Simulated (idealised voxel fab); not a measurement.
You're looking at the process module voxel self aligned contacts.
For reference, the cross-section in this document is cut, with width 205 nm and square cells of 5 nm.
If you're reading a cross-section in this doc, picture square cells in a grid; it comes to you as bands, top ones listed first down to the bottom, and a band can be one or more rows of cells. Quick guide to a band line: top height, bottom height (nm) up front; then every material left to right with its width in nm. Only one material and it's marked "throughout"? Then it fills the band edge to edge. And "air" just means empty space. All heights in this document are referenced to 0, defined as the level beneath which the wafer, as received, consists entirely of one material. The lowest band is not bounded below; it extends indefinitely downward and is written in the form "0 and below". When a width is written as two numbers, as in "30 to 40", the first number is the width in the top row of cells of the band and the second is the width in its bottom row, and the width changes by the same amount from each row to the next. Where the words "remained the same" appear for a step, the cross-section shows no cell changed by that step; every cell remained as before. "Enclosed cavities" contains a list of empty spaces, each no smaller than 8 cells and without an open way to the top, written in the form width x height at distance with the distance from the left edge and all three in nm. The remark found on a step's line after its settings is issued by the simulator itself and pertains to that step. overlay nm: mask right of planned place by this much (step with mask). Neg. = left.
PLANNED STEP LIST FOR THE PROCESS
- 1: RECEIVE [material Si]
- 2: OXIDIZE [depth nm 5]
- 3: DIRECTIONAL_DEP [material polySi] [thk nm 30]
- 4: DIRECTIONAL_DEP [material SiN] [thk nm 20]
- 5: MASKED_ETCH [tone cover] [mask id GATE] [width nm 25] [pitch nm 60] [etch materials SiN] [depth nm 20] [overlay nm 0]
- 6: MASKED_ETCH [tone cover] [mask id GATE] [width nm 25] [pitch nm 60] [etch materials polySi] [depth nm 30] [overlay nm 0]
- 7: CONFORMAL_DEP [material SiN] [thk nm 5]
- 8: DIRECTIONAL_ETCH [etch materials SiN] [depth nm 5]
- 9: FILL_DEP [material SiO2] [thk nm 20]
- 10: CMP [height nm 60]
- 11: PATTERN [tone open] [mask id CONTACT] [material resist] [width nm 45] [thk nm 20] [overlay nm 0]
- 12: DIRECTIONAL_ETCH [etch materials SiO2] [depth nm 65]
- 13: STRIP [etch materials resist]
- 14: CONFORMAL_DEP [material TiN] [thk nm 5]
- 15: FILL_DEP [material W] [thk nm 5]
- 16: CMP [height nm 60]
- 17: CONFORMAL_DEP [material SiN] [thk nm 5]
WAFER AT RECEIPT (POST STEP 1), CROSS-SECTION
	0 and below = Si throughout
	Enclosed cavities: none
FINAL WAFER PROFILE IN CROSS-SECTION AFTER THE MODULE, FROM THE SAME START AND PLAN AS ABOVE, WITH ONE MISTAKE MADE DURING PROCESSING
	65 down to 60 = SiN throughout
	60 down to 50 = TiN throughout
	50 down to 30 = 55 of TiN | 35 of SiN | 25 of TiN | 35 of SiN | 55 of TiN
	30 down to 0 = 55 of TiN | 5 of SiN | 25 of polySi | 5 of SiN | 25 of TiN | 5 of SiN | 25 of polySi | 5 of SiN | 55 of TiN
	0 down to -5 = SiO2 throughout
	-5 and below = Si throughout
	Enclosed cavities: none
Where did the run depart from the plan? step 9 was processed under conditions differing from the plan, specifically as FILL_DEP [material TiN] [thk nm 20]
